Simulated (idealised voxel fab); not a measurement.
The process module that follows is named voxel tone inversion.
The cross-section on display is named cut; it measures 145 nm wide, and its cells are 5 nm squares.
Throughout this document, each cross-section is represented as a grid of square cells and is presented as a sequence of bands enumerated from the top downward, where a band comprises one or more rows of cells.
What a band's entry tells you: where the top is and where the bottom is, as heights in nm, and after that what lies inside, material by material from left to right, each with its width in nm. Empty space is written as the word "empty", and a single material marked with the word "all across" occupies the band from edge to edge.
A quick word on heights: they are counted from 0, and under that level the wafer as it came to us is one material throughout. The lowest band is different from the rest in having no bottom; it simply continues downward, written as in "0..down".
So if you see something like "30->40" for the width, read it as the top row of the band sitting at the first number and the bottom row at the second, with every row in between moving by the same amount as the last.
The designation "nothing got changed", where it is given for a processing step, indicates that no cell of the cross-section was altered in the course of that step.
For the entry "Fully closed voids", the listed items are empty spaces with no open way to the top whose size is 8 cells or more; each item follows the pattern width x height at distance, where distance is from the left edge and all three are in nm.
If you see something after the settings on a step's line, that's the simulator's own remark about that step.
Regarding "overlay nm": on a step with a mask, it is the distance the mask lay to the right of its planned place; a negative value places it to the left.
### This section lists the process steps that were planned
1. op RECEIVE | material Si
2. op CONFORMAL_DEP | material SiCN | thk nm 10
3. op DIRECTIONAL_DEP | material aC | thk nm 25
4. op PATTERN | tone cover | mask id POSTS | material resist | width nm 25 | pitch nm 40 | thk nm 30 | overlay nm 0
5. op DIRECTIONAL_ETCH | etch materials aC | depth nm 25
6. op STRIP | etch materials resist
7. op FILL_DEP | material SiO2 | thk nm 5
8. op CMP | height nm 35
9. op STRIP | etch materials aC
10. op CONFORMAL_DEP | material TiN | thk nm 5
11. op FILL_DEP | material Ru | thk nm 5
12. op CMP | height nm 35
13. op CONFORMAL_DEP | material SiCN | thk nm 5
### The first of the two wafers, which ran as planned
### So this is the incoming wafer in cross-section - it's already been through step 1
	0..down  Si all across
	Fully closed voids: none
### Upon completion of step 2, the wafer appears in cross-section as shown
	10..0  SiCN all across
	Lower than 0, everything is as it was.
### Upon completion of step 3, the wafer appears in cross-section as shown
	35..10  aC all across
	Lower than 10, everything is as it was.
### Upon completion of step 4, the wafer appears in cross-section as shown
	65..35  empty 40 nm, resist 25 nm, empty 15 nm, resist 25 nm, empty 40 nm
	Lower than 35, everything is as it was.
### Upon completion of step 5, the wafer appears in cross-section as shown
	40..35  empty 40 nm, resist 25 nm, empty 15 nm, resist 25 nm, empty 40 nm
	35..10  empty 40 nm, aC 25 nm, empty 15 nm, aC 25 nm, empty 40 nm
	Lower than 10, everything is as it was.
### Upon completion of step 6, the wafer appears in cross-section as shown
	35..10  empty 40 nm, aC 25 nm, empty 15 nm, aC 25 nm, empty 40 nm
	Lower than 10, everything is as it was.
### Upon completion of step 7, the wafer appears in cross-section as shown
	40..35  SiO2 all across
	35..10  SiO2 40 nm, aC 25 nm, SiO2 15 nm, aC 25 nm, SiO2 40 nm
	Lower than 10, everything is as it was.
### Upon completion of step 8, the wafer appears in cross-section as shown
	35..10  SiO2 40 nm, aC 25 nm, SiO2 15 nm, aC 25 nm, SiO2 40 nm
	Lower than 10, everything is as it was.
### Upon completion of step 9, the wafer appears in cross-section as shown
	35..10  SiO2 40 nm, empty 25 nm, SiO2 15 nm, empty 25 nm, SiO2 40 nm
	Lower than 10, everything is as it was.
### Upon completion of step 10, the wafer appears in cross-section as shown
	40..35  TiN 45 nm, empty 15 nm, TiN 25 nm, empty 15 nm, TiN 45 nm
	35..15  SiO2 40 nm, TiN 5 nm, empty 15 nm, TiN 5 nm, SiO2 15 nm, TiN 5 nm, empty 15 nm, TiN 5 nm, SiO2 40 nm
	15..10  SiO2 40 nm, TiN 25 nm, SiO2 15 nm, TiN 25 nm, SiO2 40 nm
	Lower than 10, everything is as it was.
### Upon completion of step 11, the wafer appears in cross-section as shown
	45..40  Ru all across
	40..35  TiN 45 nm, Ru 15 nm, TiN 25 nm, Ru 15 nm, TiN 45 nm
	35..15  SiO2 40 nm, TiN 5 nm, Ru 15 nm, TiN 5 nm, SiO2 15 nm, TiN 5 nm, Ru 15 nm, TiN 5 nm, SiO2 40 nm
	Lower than 15, everything is as it was.
### Upon completion of step 12, the wafer appears in cross-section as shown
	35..15  SiO2 40 nm, TiN 5 nm, Ru 15 nm, TiN 5 nm, SiO2 15 nm, TiN 5 nm, Ru 15 nm, TiN 5 nm, SiO2 40 nm
	Lower than 15, everything is as it was.
### Upon completion of step 13, the wafer appears in cross-section as shown
	40..35  SiCN all across
	Lower than 35, everything is as it was.
### Now the other wafer: same start, same recipe, but we messed up one thing when running it. Up to and including step 12 it's the same as the first one
### What the second wafer looks like in cross-section when step 13 should have wrapped up
	40..35  TiN all across
	Lower than 35, everything is as it was.
Heads up, the wafer didn't run the way we planned it: step 13 ran with different settings than intended, the actual operation and settings being op CONFORMAL_DEP | material TiN | thk nm 5
At the finish, the second wafer shows more or fewer cells for some materials than the first does: SiCN -29 | TiN +29
